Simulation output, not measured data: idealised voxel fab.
The name of this process module is voxel spacer lines.
For reference, the cross-section in this document is cut, with width 300 nm and square cells of 5 nm.
We lay out every cross-section as a grid of square cells and spell it out in bands from the top down, where one band means one or more rows of cells. What a band's entry tells you: where the top is and where the bottom is, as heights in nm, and after that what lies inside, material by material from left to right, each with its width in nm. Empty space is written as the word "air", and a single material marked with the word "full width" occupies the band from edge to edge. Heights are expressed relative to 0, this being the level below which the as-received wafer comprises one material exclusively. The lowest band is unbounded in the downward direction and is denoted as in "0 and below". Note: "30..40" means the width goes from the first number (top row of the band) to the second number (bottom row) in equal steps per row of cells. "no change occurred" means the step left every cell of the cross-section as it was. "closed voids" means: voids of 8 cells or more that are shut off from the top with no open way through. Written width x height at distance, distance from the left edge, in nm. On a step's line, text after the settings is the simulator commenting on that step. Steps that use a mask can have "overlay nm" on their line. It says how far the mask sat to the right of where it was meant to be. Negative means to the left.
**Process steps - plan**
1: RECEIVE [material Si]
2: CONFORMAL_DEP [material Al2O3] [thk nm 5]
3: DIRECTIONAL_DEP [material W] [thk nm 10]
4: DIRECTIONAL_DEP [material aC] [thk nm 20]
5: PATTERN [tone cover] [mask id MANDREL] [material resist] [width nm 15] [pitch nm 50] [thk nm 30] [overlay nm 0]
6: DIRECTIONAL_ETCH [etch materials aC] [depth nm 20]
7: STRIP [etch materials resist]
8: CONFORMAL_DEP [material SiO2] [thk nm 10]
9: DIRECTIONAL_ETCH [etch materials SiO2] [depth nm 10]
10: STRIP [etch materials aC]
11: DIRECTIONAL_ETCH [etch materials W] [depth nm 10]
12: STRIP [etch materials SiO2]
13: FILL_DEP [material SiO2] [thk nm 5]
14: CMP [height nm 15]
The width nm used in step 5 is not the same on every wafer, whereas the starting condition is; the value printed in the plan is the first wafer's.
**Received condition of the first of several wafers, sectioned: post-step 1**
- 0 and below = Si full width
- closed voids: none
**Per wafer, end of module: cells gained (+) or lost (-) per material since receipt, then closed voids**
width nm 15; +60 Al2O3; +96 SiO2; +24 W; closed voids: none
width nm 20; +60 Al2O3; +96 SiO2; +24 W; closed voids: none
width nm 25; +60 Al2O3; +96 SiO2; +24 W; closed voids: none
width nm 30; +60 Al2O3; +96 SiO2; +24 W; closed voids: none
